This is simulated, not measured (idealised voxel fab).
Process module in this document: voxel capacitor over wiring
Cross-section cut spans 220 nm and uses square cells 5 nm in size.
Bands, listed from the top down, are how a cross-section gets written in this document; the cross-section itself is a grid of square cells, and a band is one or more rows of them. Read a band's entry like this: the first values are the height of its top and the height of its bottom in nm, and what follows is the sequence of materials from left to right, each with its width in nm. Note that "air" is empty space, and that a single material marked "throughout" reaches across the band from edge to edge. Heads up on the height convention: 0 is the point under which the incoming wafer is all one material, and the lowest band has no bottom, it just keeps going down, like "top 0, no bottom". Per-row width for "30->40": begins at first number (top row of band), ends at second number (bottom row), increment between rows held constant. Step marked "all unchanged"? Then no cell in the cross-section changed in it. Encapsulated voids: empty space of 8 cells or more with no open way to the top, each as width x height at its distance from the left edge, in nm. after a step's settings: what the simulator itself notes on the step. overlay nm: for a step with a mask, the amount by which the mask lay right of where it was planned; a negative amount means left of it.

## Planned process steps
1. RECEIVE [material Si]
2. CONFORMAL_DEP [material SiO2] [thk nm 10]
3. CONFORMAL_DEP [material SiCN] [thk nm 5]
4. DIRECTIONAL_DEP [material SiO2] [thk nm 25]
5. MASKED_ETCH [tone open] [mask id METAL_1] [width nm 30] [pitch nm 85] [etch materials SiO2] [depth nm 25] [overlay nm 0]
6. MASKED_ETCH [tone open] [mask id METAL_1] [width nm 30] [pitch nm 85] [etch materials SiCN] [depth nm 5] [overlay nm 0]
7. CONFORMAL_DEP [material TiN] [thk nm 5]
8. FILL_DEP [material Ru] [thk nm 10]
9. CMP [height nm 40]
10. CONFORMAL_DEP [material SiCN] [thk nm 5]
11. DIRECTIONAL_DEP [material SiO2] [thk nm 15]
12. DIRECTIONAL_DEP [material aC] [thk nm 10]
13. PATTERN [tone open] [mask id PLUG_1] [material resist] [width nm 15] [thk nm 30] [overlay nm 0]
14. DIRECTIONAL_ETCH [etch materials aC] [depth nm 10]
15. STRIP [etch materials resist]
16. DIRECTIONAL_ETCH [etch materials SiO2] [depth nm 15]
17. DIRECTIONAL_ETCH [etch materials SiCN] [depth nm 5]
18. STRIP [etch materials aC]
19. CONFORMAL_DEP [material TiN] [thk nm 5]
20. FILL_DEP [material Ru] [thk nm 10]
21. CMP [height nm 60]
22. DIRECTIONAL_DEP [material TiN] [thk nm 10]
23. DIRECTIONAL_DEP [material HfO2] [thk nm 5]
24. DIRECTIONAL_DEP [material TiN] [thk nm 10]
25. DIRECTIONAL_DEP [material aC] [thk nm 10]
26. PATTERN [tone cover] [mask id UPPER_PLATE] [material resist] [width nm 60] [thk nm 25] [overlay nm 0]
27. DIRECTIONAL_ETCH [etch materials aC] [depth nm 10]
28. STRIP [etch materials resist]
29. DIRECTIONAL_ETCH [etch materials TiN] [depth nm 10]
30. DIRECTIONAL_ETCH [etch materials HfO2] [depth nm 5]
31. STRIP [etch materials aC]
32. DIRECTIONAL_DEP [material aC] [thk nm 15]
33. PATTERN [tone cover] [mask id LOWER_PLATE] [material resist] [width nm 70] [thk nm 30] [overlay nm 0]
34. DIRECTIONAL_ETCH [etch materials aC] [depth nm 15]
35. STRIP [etch materials resist]
36. DIRECTIONAL_ETCH [etch materials TiN] [depth nm 10]
37. STRIP [etch materials aC]
38. FILL_DEP [material SiO2] [thk nm 15]
39. CMP [height nm 95]
40. MASKED_ETCH [tone open] [mask id PLUG_2] [width nm 15] [etch materials SiO2] [depth nm 10] [overlay nm 0]
41. CONFORMAL_DEP [material TiN] [thk nm 5]
42. FILL_DEP [material W] [thk nm 10]
43. CMP [height nm 95]
44. CONFORMAL_DEP [material SiN] [thk nm 5]

## Here's what the wafer looked like in cross-section when it arrived - that's after step 1
- top 0, no bottom | Si throughout
- Encapsulated voids: none

## What the wafer looks like in cross-section after this module, when it starts as shown above and follows the plan above but one mistake is made in running it
- top 100, bottom 95 | SiN throughout
- top 95, bottom 90 | 75 of SiO2 / 5 of TiN / 5 of W / 5 of TiN / 130 of SiO2
- top 90, bottom 85 | 75 of SiO2 / 15 of TiN / 130 of SiO2
- top 85, bottom 75 | 65 of SiO2 / 60 of TiN / 95 of SiO2
- top 75, bottom 70 | 65 of SiO2 / 60 of HfO2 / 95 of SiO2
- top 70, bottom 60 | 60 of SiO2 / 75 of TiN / 85 of SiO2
- top 60, bottom 45 | 65 of SiO2 / 5 of TiN / 5 of Ru / 5 of TiN / 140 of SiO2
- top 45, bottom 40 | 65 of SiCN / 15 of TiN / 140 of SiCN
- top 40, bottom 15 | 50 of SiO2 / 5 of TiN / 20 of Ru / 5 of TiN / 55 of SiO2 / 5 of TiN / 20 of Ru / 5 of TiN / 55 of SiO2
- top 15, bottom 10 | 50 of SiCN / 30 of TiN / 55 of SiCN / 30 of TiN / 55 of SiCN
- top 10, bottom 0 | SiO2 throughout
- top 0, no bottom | Si throughout
- Encapsulated voids: none
In executing the process, a mistake was made relative to the plan: step 33 deviated from plan and actually ran as PATTERN [tone cover] [mask id LOWER_PLATE] [material resist] [width nm 75] [thk nm 30] [overlay nm 0]
